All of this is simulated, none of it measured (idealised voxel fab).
A process module follows: voxel lift off.
The cross-section shown here is cut; it is 155 nm wide and divided into square cells measuring 5 nm on a side.
A cross-section is written here as square cells arranged in a grid, and it is given in bands from the top down, each band taking up one or more rows of cells.
Top, bottom (nm), then materials left to right with widths (nm); lone material tagged "full width" fills the whole band edge to edge; "blank" = empty space.
A quick word on heights: they are counted from 0, and under that level the wafer as it came to us is one material throughout. The lowest band is different from the rest in having no bottom; it simply continues downward, written as in "0 -> down".
A width such as "30->40" changes by the same amount from each row of cells to the next, from the band's top row to its bottom row.
No cell of the cross-section changed in a step that is given as "remained the same".
In "Sealed internal cavities" the enclosed voids are listed, meaning empty spaces of 8 cells or larger without any opening to the top. The form is width x height at distance, distance from the left edge, units nm.
Where a step's line continues beyond its settings, the continuation is a remark by the simulator itself on that step.
When a step includes a mask, the "overlay nm" setting on its line states how far to the right of its planned place that mask lay, and negative values state how far to the left.
### Set out below are the planned steps of the process
- 1: op RECEIVE | material Si
- 2: op CONFORMAL_DEP | material Al2O3 | thk nm 5
- 3: op PATTERN | tone open | mask id LINES | material resist | width nm 15 | pitch nm 30 | thk nm 25 | overlay nm 0
- 4: op DIRECTIONAL_DEP | material Ru | thk nm 15
- 5: op STRIP | etch materials resist
- 6: op CONFORMAL_DEP | material SiO2 | thk nm 5
### Cross-section of the wafer upon arrival, representing the state reached after step 1
- 0 -> down = Si full width
- Sealed internal cavities: none
### End-of-module cross-section of the first of two wafers, processed as planned
- 25 -> 20 = 20 of blank; 25 of SiO2; 5 of blank; 25 of SiO2; 5 of blank; 25 of SiO2; 5 of blank; 25 of SiO2; 20 of blank
- 20 -> 10 = 20 of blank; 5 of SiO2; 15 of Ru; 5 of SiO2; 5 of blank; 5 of SiO2; 15 of Ru; 5 of SiO2; 5 of blank; 5 of SiO2; 15 of Ru; 5 of SiO2; 5 of blank; 5 of SiO2; 15 of Ru; 5 of SiO2; 20 of blank
- 10 -> 5 = 25 of SiO2; 15 of Ru; 15 of SiO2; 15 of Ru; 15 of SiO2; 15 of Ru; 15 of SiO2; 15 of Ru; 25 of SiO2
- 5 -> 0 = Al2O3 full width
- 0 -> down = Si full width
- Sealed internal cavities: none
### Cross-sectional view of the second of two wafers upon completion of the module. This wafer shared its starting condition and process plan with the first; one error was made during its execution
- 25 -> 20 = 20 of blank; 25 of SiO2; 5 of blank; 25 of SiO2; 5 of blank; 25 of SiO2; 5 of blank; 25 of SiO2; 20 of blank
- 20 -> 10 = 20 of blank; 5 of SiO2; 15 of Al2O3; 5 of SiO2; 5 of blank; 5 of SiO2; 15 of Al2O3; 5 of SiO2; 5 of blank; 5 of SiO2; 15 of Al2O3; 5 of SiO2; 5 of blank; 5 of SiO2; 15 of Al2O3; 5 of SiO2; 20 of blank
- 10 -> 5 = 25 of SiO2; 15 of Al2O3; 15 of SiO2; 15 of Al2O3; 15 of SiO2; 15 of Al2O3; 15 of SiO2; 15 of Al2O3; 25 of SiO2
- 5 -> 0 = Al2O3 full width
- 0 -> down = Si full width
- Sealed internal cavities: none
Deviation noted in wafer processing: step 4 was run on a setting that differed from the plan, and what really ran there is op DIRECTIONAL_DEP | material Al2O3 | thk nm 15
End of process, cell counts, second wafer against first, materials with more or fewer: Al2O3: 36 more, Ru: 36 fewer
